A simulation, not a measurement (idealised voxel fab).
process module | voxel local oxidation
Cross-section cut: width 140 nm, square cells of 5 nm.
Square cells in a grid make up a cross-section in this document, and the grid is given as bands, listed from the top down, each one or more rows of cells. Band: top and bottom heights (nm) first, top before bottom; then materials from left to right, widths in nm. "edge to edge" marks a sole material filling the band edge to edge. "air" denotes empty space. Where do heights start? At 0: under that level the wafer as delivered is made of one material only. And the lowest band has no floor; it just carries on downward, as in "0 and below". With a width like "30->40", each row of cells in the band differs from the next by the same amount, the top row carrying the first number and the bottom row the second. No cell of the cross-section changed in a step that is given as "nothing different". "Closed-off voids" - sealed voids, min. 8 cells, no opening to top; format: width x height at distance (distance from left edge; nm throughout). If you see something after the settings on a step's line, that's the simulator's own remark about that step. On any step carrying a mask, the "overlay nm" setting, if present on the step's line, tells how far right of its planned place the mask lay; negative values point to the left.
-- Planned process steps
| 1 | RECEIVE with material Si |
| 2 | OXIDIZE with depth nm 5 |
| 3 | CONFORMAL_DEP with material SiN, thk nm 10 |
| 4 | PATTERN with tone cover, mask id ACTIVE, material resist, width nm 95, thk nm 15, overlay nm 0 |
| 5 | DIRECTIONAL_ETCH with etch materials SiN, depth nm 10 |
| 6 | STRIP with etch materials resist |
| 7 | SELECTIVE_ETCH with etch materials SiO2, depth nm 5 |
| 8 | OXIDIZE with depth nm 10 |
| 9 | STRIP with etch materials SiN |
-- Wafer, first of two, run as planned
-- as received, after step 1
- 0 and below  Si edge to edge
- Closed-off voids: none
-- Sectional view: wafer, after step 2
- 0 down to -5  SiO2 edge to edge
- Below a height of -5, the structure has not been altered.
-- Sectional view: wafer, after step 3
- 10 down to 0  SiN edge to edge
- Below a height of 0, the structure has not been altered.
-- Sectional view: wafer, after step 4
- 25 down to 10  20 of air; 95 of resist; 25 of air
- Below a height of 10, the structure has not been altered.
-- Sectional view: wafer, after step 5
- 25 down to 10  20 of air; 95 of resist; 25 of air
- 10 down to 0  20 of air; 95 of SiN; 25 of air
- Below a height of 0, the structure has not been altered.
-- Sectional view: wafer, after step 6
- 10 down to 0  20 of air; 95 of SiN; 25 of air
- Below a height of 0, the structure has not been altered.
-- Sectional view: wafer, after step 7
- 10 down to 0  20 of air; 95 of SiN; 25 of air
- 0 down to -5  25 of air; 85 of SiO2; 30 of air
- Below a height of -5, the structure has not been altered.
-- Sectional view: wafer, after step 8
- 10 down to 0  20 of air; 95 of SiN; 25 of air
- 0 down to -5  25 of air; 85 of SiO2; 30 of air
- -5 down to -15  35 of SiO2; 65 of Si; 40 of SiO2
- Below a height of -15, the structure has not been altered.
-- Sectional view: wafer, after step 9
- 0 down to -5  25 of air; 85 of SiO2; 30 of air
- Below a height of -5, the structure has not been altered.
-- Second wafer, same starting state and plan as the first, one mistake in the run, identical through step 3
-- At the planned end of step 4, the second wafer in cross-section
- 25 down to 10  15 of air; 105 of resist; 20 of air
- Below a height of 10, the structure has not been altered.
-- At the planned end of step 5, the second wafer in cross-section
- 25 down to 10  15 of air; 105 of resist; 20 of air
- 10 down to 0  15 of air; 105 of SiN; 20 of air
- Below a height of 0, the structure has not been altered.
-- At the planned end of step 6, the second wafer in cross-section
- 10 down to 0  15 of air; 105 of SiN; 20 of air
- Below a height of 0, the structure has not been altered.
-- At the planned end of step 7, the second wafer in cross-section
- 10 down to 0  15 of air; 105 of SiN; 20 of air
- 0 down to -5  20 of air; 95 of SiO2; 25 of air
- Below a height of -5, the structure has not been altered.
-- At the planned end of step 8, the second wafer in cross-section
- 10 down to 0  15 of air; 105 of SiN; 20 of air
- 0 down to -5  20 of air; 95 of SiO2; 25 of air
- -5 down to -15  30 of SiO2; 75 of Si; 35 of SiO2
- Below a height of -15, the structure has not been altered.
-- At the planned end of step 9, the second wafer in cross-section
- 0 down to -5  20 of air; 95 of SiO2; 25 of air
- Below a height of -5, the structure has not been altered.
Nonconformance to the process plan: step 4 deviated from plan and actually ran as PATTERN with tone cover, mask id ACTIVE, material resist, width nm 105, thk nm 15, overlay nm 0
Bottom line after processing is that, in cells, the second wafer is up or down on some materials versus the first: Si: 4 more; SiO2: 2 fewer
